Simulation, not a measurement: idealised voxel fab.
This section sets out a process module, namely voxel wiring stack.
Section shown: cut. Width: 195 nm. Cell size: 5 nm, square.
Square cells in a grid make up a cross-section in this document, and the grid is given as bands, listed from the top down, each one or more rows of cells.
Look at the band entry: it leads with the top's height and the bottom's height in nm. Then it lists the materials left to right, with a width in nm for each. The word "everywhere" on a single material says that material fills the band edge to edge. The word "empty" is empty space.
The level at which height equals 0 is the one under which the wafer, as it arrives, is entirely one material. No lower edge exists for the bottom band, which continues downward and is notated as in "0 nm and below".
The width entry "30..40" should be interpreted row by row: the top row of cells in the band takes the first number, the bottom row takes the second number, and the change between adjacent rows is uniform throughout.
What does "no alterations made" mean for a step? It means no cell of the cross-section changed in that step.
"Enclosed void catalog": sealed empty spaces, 8 cells or more, no open way to top, listed width x height at distance, with distance from the left edge and width, height and distance in nm.
Formally, on a step line, whatever follows the settings is a remark that the simulator itself makes on the step.
The line of a step may include "overlay nm". On a step with a mask, this value is how far to the right of its planned place the mask lay. A negative value means the mask lay to the left.

-- Planned step list for the process
step 1: RECEIVE [material Si]
step 2: CONFORMAL_DEP [material SiO2] [thk nm 15]
step 3: CONFORMAL_DEP [material SiN] [thk nm 5]
step 4: DIRECTIONAL_DEP [material lowk] [thk nm 15]
step 5: PATTERN [tone open] [mask id METAL_1] [material resist] [width nm 30] [pitch nm 45] [thk nm 15] [overlay nm 0]
step 6: DIRECTIONAL_ETCH [etch materials lowk] [depth nm 15]
step 7: DIRECTIONAL_ETCH [etch materials SiN] [depth nm 5]
step 8: STRIP [etch materials resist]
step 9: CONFORMAL_DEP [material TiN] [thk nm 5]
step 10: FILL_DEP [material Cu] [thk nm 10]
step 11: CMP [height nm 35]
step 12: EPI [material Ru] [thk nm 5]
step 13: FILL_DEP [material SiCN] [thk nm 5]
step 14: DIRECTIONAL_DEP [material lowk] [thk nm 15]
step 15: PATTERN [tone open] [mask id PLUG_1] [material resist] [width nm 15] [pitch nm 45] [thk nm 15] [overlay nm 0]
step 16: DIRECTIONAL_ETCH [etch materials lowk] [depth nm 15]
step 17: DIRECTIONAL_ETCH [etch materials SiCN] [depth nm 5]
step 18: STRIP [etch materials resist]
step 19: EPI [material Ru] [thk nm 10]
step 20: EPI [material Ru] [thk nm 10]
step 21: DIRECTIONAL_DEP [material TiN] [thk nm 5]
step 22: DIRECTIONAL_DEP [material Ru] [thk nm 20]
step 23: MASKED_ETCH [tone cover] [mask id METAL_2] [width nm 30] [pitch nm 45] [etch materials Ru] [depth nm 20] [overlay nm 0]
step 24: MASKED_ETCH [tone cover] [mask id METAL_2] [width nm 30] [pitch nm 45] [etch materials TiN] [depth nm 5] [overlay nm 0]
step 25: FILL_DEP [material SiO2] [thk nm 5]
step 26: CMP [height nm 85]
step 27: CONFORMAL_DEP [material SiCN] [thk nm 5]
step 28: DIRECTIONAL_DEP [material SiO2] [thk nm 30]
step 29: PATTERN [tone open] [mask id METAL_3] [material resist] [width nm 30] [pitch nm 45] [thk nm 15] [overlay nm 0]
step 30: DIRECTIONAL_ETCH [etch materials SiO2] [depth nm 20]
step 31: STRIP [etch materials resist]
step 32: PATTERN [tone open] [mask id METAL_3_HOLES] [material resist] [width nm 15] [pitch nm 90] [thk nm 15] [overlay nm 0]
step 33: DIRECTIONAL_ETCH [etch materials SiO2] [depth nm 10]
step 34: DIRECTIONAL_ETCH [etch materials SiCN] [depth nm 5]
step 35: STRIP [etch materials resist]
step 36: CONFORMAL_DEP [material TiN] [thk nm 5]
step 37: FILL_DEP [material Cu] [thk nm 10]
step 38: CMP [height nm 120]
step 39: CONFORMAL_DEP [material SiCN] [thk nm 5]

-- The cross-section here shows the wafer as received, i.e. in its state after step 1
	0 nm and below: Si everywhere
	Enclosed void catalog: none

-- Wafer cross-section at module end: first of two, run to plan
	125 nm to 120 nm: SiCN everywhere
	120 nm to 105 nm: 15 SiO2 | 5 TiN | 20 Cu | 5 TiN | 15 SiO2 | 5 TiN | 20 Cu | 5 TiN | 15 SiO2 | 5 TiN | 20 Cu | 5 TiN | 15 SiO2 | 5 TiN | 20 Cu | 5 TiN | 15 SiO2
	105 nm to 100 nm: 15 SiO2 | 5 TiN | 5 Cu | 20 TiN | 15 SiO2 | 30 TiN | 15 SiO2 | 5 TiN | 5 Cu | 20 TiN | 15 SiO2 | 30 TiN | 15 SiO2
	100 nm to 90 nm: 15 SiO2 | 5 TiN | 5 Cu | 5 TiN | 75 SiO2 | 5 TiN | 5 Cu | 5 TiN | 75 SiO2
	90 nm to 85 nm: 15 SiCN | 15 TiN | 75 SiCN | 15 TiN | 75 SiCN
	85 nm to 65 nm: 15 SiO2 | 30 Ru | 15 SiO2 | 30 Ru | 15 SiO2 | 30 Ru | 15 SiO2 | 30 Ru | 15 SiO2
	65 nm to 60 nm: 15 SiO2 | 30 TiN | 15 SiO2 | 30 TiN | 15 SiO2 | 30 TiN | 15 SiO2 | 30 TiN | 15 SiO2
	60 nm to 45 nm: 15 lowk | 15 Ru | 30 lowk | 15 Ru | 30 lowk | 15 Ru | 30 lowk | 15 Ru | 30 lowk
	45 nm to 35 nm: 15..10 SiCN | 15..40 Ru | 30..5 SiCN | 15..40 Ru | 30..5 SiCN | 15..40 Ru | 30..5 SiCN | 15..40 Ru | 30..10 SiCN
	35 nm to 20 nm: 15 lowk | 5 TiN | 20 Cu | 5 TiN | 15 lowk | 5 TiN | 20 Cu | 5 TiN | 15 lowk | 5 TiN | 20 Cu | 5 TiN | 15 lowk | 5 TiN | 20 Cu | 5 TiN | 15 lowk
	20 nm to 15 nm: 15 SiN | 30 TiN | 15 SiN | 30 TiN | 15 SiN | 30 TiN | 15 SiN | 30 TiN | 15 SiN
	15 nm to 0 nm: SiO2 everywhere
	0 nm and below: Si everywhere
	Enclosed void catalog: none

-- Cross-section of the latter of the two wafers at module completion. It had an identical start and an identical plan to the former; in running it, one mistake was made
	125 nm to 120 nm: SiCN everywhere
	120 nm to 105 nm: 15 SiO2 | 5 TiN | 20 Cu | 5 TiN | 15 SiO2 | 5 TiN | 20 Cu | 5 TiN | 15 SiO2 | 5 TiN | 20 Cu | 5 TiN | 15 SiO2 | 5 TiN | 20 Cu | 5 TiN | 15 SiO2
	105 nm to 100 nm: 15 SiO2 | 5 TiN | 5 Cu | 20 TiN | 15 SiO2 | 30 TiN | 15 SiO2 | 5 TiN | 5 Cu | 20 TiN | 15 SiO2 | 30 TiN | 15 SiO2
	100 nm to 90 nm: 15 SiO2 | 5 TiN | 5 Cu | 5 TiN | 75 SiO2 | 5 TiN | 5 Cu | 5 TiN | 75 SiO2
	90 nm to 85 nm: 15 SiCN | 15 TiN | 75 SiCN | 15 TiN | 75 SiCN
	85 nm to 65 nm: 15 SiO2 | 30 Ru | 15 SiO2 | 30 Ru | 15 SiO2 | 30 Ru | 15 SiO2 | 30 Ru | 15 SiO2
	65 nm to 60 nm: 15 SiO2 | 30 TiN | 15 SiO2 | 30 TiN | 15 SiO2 | 30 TiN | 15 SiO2 | 30 TiN | 15 SiO2
	60 nm to 45 nm: 15 lowk | 15 Ru | 30 lowk | 15 Ru | 30 lowk | 15 Ru | 30 lowk | 15 Ru | 30 lowk
	45 nm to 35 nm: 15..10 SiCN | 15..40 Ru | 30..5 SiCN | 15..40 Ru | 30..5 SiCN | 15..40 Ru | 30..5 SiCN | 15..40 Ru | 30..10 SiCN
	35 nm to 25 nm: 15 lowk | 5 TiN | 20 Cu | 5 TiN | 15 lowk | 5 TiN | 20 Cu | 5 TiN | 15 lowk | 5 TiN | 20 Cu | 5 TiN | 15 lowk | 5 TiN | 20 Cu | 5 TiN | 15 lowk
	25 nm to 20 nm: 15 lowk | 30 TiN | 15 lowk | 30 TiN | 15 lowk | 30 TiN | 15 lowk | 30 TiN | 15 lowk
	20 nm to 0 nm: SiO2 everywhere
	0 nm and below: Si everywhere
	Enclosed void catalog: none
It is concluded that the wafer was processed incorrectly with respect to the plan, in that step 3 ran as: CONFORMAL_DEP [material SiO2] [thk nm 5]
Wrapping up, a cell-based count of both wafers puts the second over or under the first for these materials: Cu -16 | SiN -15 | SiO2 +39 | TiN -8
